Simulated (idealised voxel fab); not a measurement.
The process module presented herein is designated voxel wiring stack.
FYI the section here is cut, 180 nm wide, cells are 5 nm squares.
Square cells in a grid make up a cross-section in this document, and the grid is given as bands, listed from the top down, each one or more rows of cells. Look at the band entry: it leads with the top's height and the bottom's height in nm. Then it lists the materials left to right, with a width in nm for each. The word "edge to edge" on a single material says that material fills the band edge to edge. The word "blank" is empty space. Heights are measured from 0, the level below which the as-received wafer is all one material; the lowest band has no bottom and continues downward, written as in "0 nm and below". Width spec "30 to 40" -> top row of cells at first value, bottom row at second value, equal per-row change in between. "remained unchanged" means the step left every cell of the cross-section as it was. Empty spaces counting at least 8 cells and having no open way to the top are listed in "Completely sealed voids". The notation width x height at distance is used for each, the distance being from the left edge and all three values in nm. It should be noted that, on the line of a given step, the content following the step's settings is a remark produced by the simulator itself with respect to that step. "overlay nm" answers the question of how far to the right of plan the mask lay on a step that has a mask, and when it is negative the answer is to the left.

Planned process steps:
| 1 | RECEIVE, material Si |
| 2 | CONFORMAL_DEP, material SiO2, thk nm 15 |
| 3 | CONFORMAL_DEP, material SiN, thk nm 5 |
| 4 | DIRECTIONAL_DEP, material SiO2, thk nm 15 |
| 5 | DIRECTIONAL_DEP, material aC, thk nm 15 |
| 6 | PATTERN, tone open, mask id METAL_1, material resist, width nm 25, pitch nm 40, thk nm 35, overlay nm 0 |
| 7 | DIRECTIONAL_ETCH, etch materials aC, depth nm 15 |
| 8 | STRIP, etch materials resist |
| 9 | DIRECTIONAL_ETCH, etch materials SiO2, depth nm 15 |
| 10 | DIRECTIONAL_ETCH, etch materials SiN, depth nm 5 |
| 11 | STRIP, etch materials aC |
| 12 | CONFORMAL_DEP, material TiN, thk nm 5 |
| 13 | FILL_DEP, material Cu, thk nm 5 |
| 14 | CMP, height nm 35 |
| 15 | EPI, material Ru, thk nm 5 |
| 16 | FILL_DEP, material SiCN, thk nm 5 |
| 17 | DIRECTIONAL_DEP, material SiO2, thk nm 10 |
| 18 | PATTERN, tone open, mask id PLUG_1, material resist, width nm 15, pitch nm 40, thk nm 15, overlay nm 0 |
| 19 | DIRECTIONAL_ETCH, etch materials SiO2, depth nm 10 |
| 20 | DIRECTIONAL_ETCH, etch materials SiCN, depth nm 5 |
| 21 | STRIP, etch materials resist |
| 22 | CONFORMAL_DEP, material TiN, thk nm 5 |
| 23 | FILL_DEP, material Ru, thk nm 10 |
| 24 | CMP, height nm 55 |
| 25 | DIRECTIONAL_DEP, material TiN, thk nm 5 |
| 26 | DIRECTIONAL_DEP, material W, thk nm 15 |
| 27 | PATTERN, tone cover, mask id METAL_2, material resist, width nm 25, pitch nm 40, thk nm 20, overlay nm 0 |
| 28 | DIRECTIONAL_ETCH, etch materials W, depth nm 15 |
| 29 | DIRECTIONAL_ETCH, etch materials TiN, depth nm 5 |
| 30 | STRIP, etch materials resist |
| 31 | CONFORMAL_DEP, material SiN, thk nm 5 |
| 32 | FILL_DEP, material lowk, thk nm 10 |
| 33 | CMP, height nm 75 |
| 34 | CONFORMAL_DEP, material SiCN, thk nm 5 |
| 35 | DIRECTIONAL_DEP, material SiO2, thk nm 30 |
| 36 | DIRECTIONAL_DEP, material aC, thk nm 10 |
| 37 | PATTERN, tone open, mask id METAL_3_HOLES, material resist, width nm 15, thk nm 30, overlay nm 0 |
| 38 | DIRECTIONAL_ETCH, etch materials aC, depth nm 10 |
| 39 | STRIP, etch materials resist |
| 40 | DIRECTIONAL_ETCH, etch materials SiO2, depth nm 30 |
| 41 | STRIP, etch materials aC |
| 42 | DIRECTIONAL_DEP, material aC, thk nm 15 |
| 43 | PATTERN, tone open, mask id METAL_3, material resist, width nm 25, pitch nm 40, thk nm 30, overlay nm 0 |
| 44 | DIRECTIONAL_ETCH, etch materials aC, depth nm 15 |
| 45 | STRIP, etch materials resist |
| 46 | DIRECTIONAL_ETCH, etch materials SiO2, depth nm 15 |
| 47 | DIRECTIONAL_ETCH, etch materials SiCN, depth nm 5 |
| 48 | STRIP, etch materials aC |
| 49 | CONFORMAL_DEP, material TiN, thk nm 5 |
| 50 | FILL_DEP, material Cu, thk nm 5 |
| 51 | CMP, height nm 110 |
| 52 | CONFORMAL_DEP, material SiN, thk nm 5 |

Incoming wafer, cross-sectional view, post step 1:
- 0 nm and below = Si edge to edge
- Completely sealed voids: none

Wafer cross-section at module end: first of two, run to plan:
- 115 nm to 110 nm = SiN edge to edge
- 110 nm to 100 nm = 55 of SiO2 / 5 of TiN / 15 of Cu / 5 of TiN / 15 of SiO2 / 5 of TiN / 15 of Cu / 5 of TiN / 60 of SiO2
- 100 nm to 95 nm = 55 of SiO2 / 5 of TiN / 5 of Cu / 15 of TiN / 15 of SiO2 / 25 of TiN / 60 of SiO2
- 95 nm to 80 nm = 55 of SiO2 / 5 of TiN / 5 of Cu / 5 of TiN / 110 of SiO2
- 80 nm to 75 nm = 55 of SiCN / 15 of TiN / 110 of SiCN
- 75 nm to 60 nm = 50 of lowk / 5 of SiN / 25 of W / 5 of SiN / 5 of lowk / 5 of SiN / 25 of W / 5 of SiN / 55 of lowk
- 60 nm to 55 nm = 55 of SiN / 25 of TiN / 15 of SiN / 25 of TiN / 60 of SiN
- 55 nm to 45 nm = 55 of SiO2 / 5 of TiN / 5 of Ru / 5 of TiN / 25 of SiO2 / 5 of TiN / 5 of Ru / 5 of TiN / 70 of SiO2
- 45 nm to 40 nm = 55 of SiCN / 15 of TiN / 25 of SiCN / 15 of TiN / 70 of SiCN
- 40 nm to 35 nm = 50 of SiCN / 35 of Ru / 5 of SiCN / 35 of Ru / 55 of SiCN
- 35 nm to 20 nm = 55 of SiO2 / 5 of TiN / 15 of Cu / 5 of TiN / 15 of SiO2 / 5 of TiN / 15 of Cu / 5 of TiN / 60 of SiO2
- 20 nm to 15 nm = 55 of SiN / 25 of TiN / 15 of SiN / 25 of TiN / 60 of SiN
- 15 nm to 0 nm = SiO2 edge to edge
- 0 nm and below = Si edge to edge
- Completely sealed voids: none

Wafer two cross-section, module end. Start and plan unchanged from wafer one; one mistake made during the run:
- 115 nm to 110 nm = SiN edge to edge
- 110 nm to 100 nm = 55 of SiO2 / 5 of TiN / 15 of Cu / 5 of TiN / 15 of SiO2 / 5 of TiN / 15 of Cu / 5 of TiN / 60 of SiO2
- 100 nm to 95 nm = 55 of SiO2 / 5 of TiN / 5 of Cu / 15 of TiN / 15 of SiO2 / 25 of TiN / 60 of SiO2
- 95 nm to 80 nm = 55 of SiO2 / 5 of TiN / 5 of Cu / 5 of TiN / 110 of SiO2
- 80 nm to 75 nm = 55 of SiCN / 15 of TiN / 110 of SiCN
- 75 nm to 60 nm = 50 of lowk / 5 of SiN / 25 of W / 5 of SiN / 5 of lowk / 5 of SiN / 25 of W / 5 of SiN / 55 of lowk
- 60 nm to 55 nm = 55 of SiN / 25 of TiN / 15 of SiN / 25 of TiN / 60 of SiN
- 55 nm to 45 nm = 55 of SiO2 / 5 of TiN / 5 of Ru / 5 of TiN / 25 of SiO2 / 5 of TiN / 5 of Ru / 5 of TiN / 70 of SiO2
- 45 nm to 40 nm = 55 of SiCN / 15 of TiN / 25 of SiCN / 15 of TiN / 70 of SiCN
- 40 nm to 35 nm = 55 of SiCN / 25 of Ru / 15 of SiCN / 25 of Ru / 60 of SiCN
- 35 nm to 20 nm = 60 of SiO2 / 5 of TiN / 5 of Cu / 5 of TiN / 25 of SiO2 / 5 of TiN / 5 of Cu / 5 of TiN / 65 of SiO2
- 20 nm to 15 nm = 60 of SiN / 15 of TiN / 25 of SiN / 15 of TiN / 65 of SiN
- 15 nm to 0 nm = SiO2 edge to edge
- 0 nm and below = Si edge to edge
- Completely sealed voids: none
What was done differently from what was planned? step 6 did not use the planned setting and instead ran as PATTERN, tone open, mask id METAL_1, material resist, width nm 15, pitch nm 40, thk nm 35, overlay nm 0
Heads up, by the end the second wafer has more or fewer cells of some materials compared to the first: -12 Cu | -4 Ru | +4 SiCN | +4 SiN | +12 SiO2 | -4 TiN
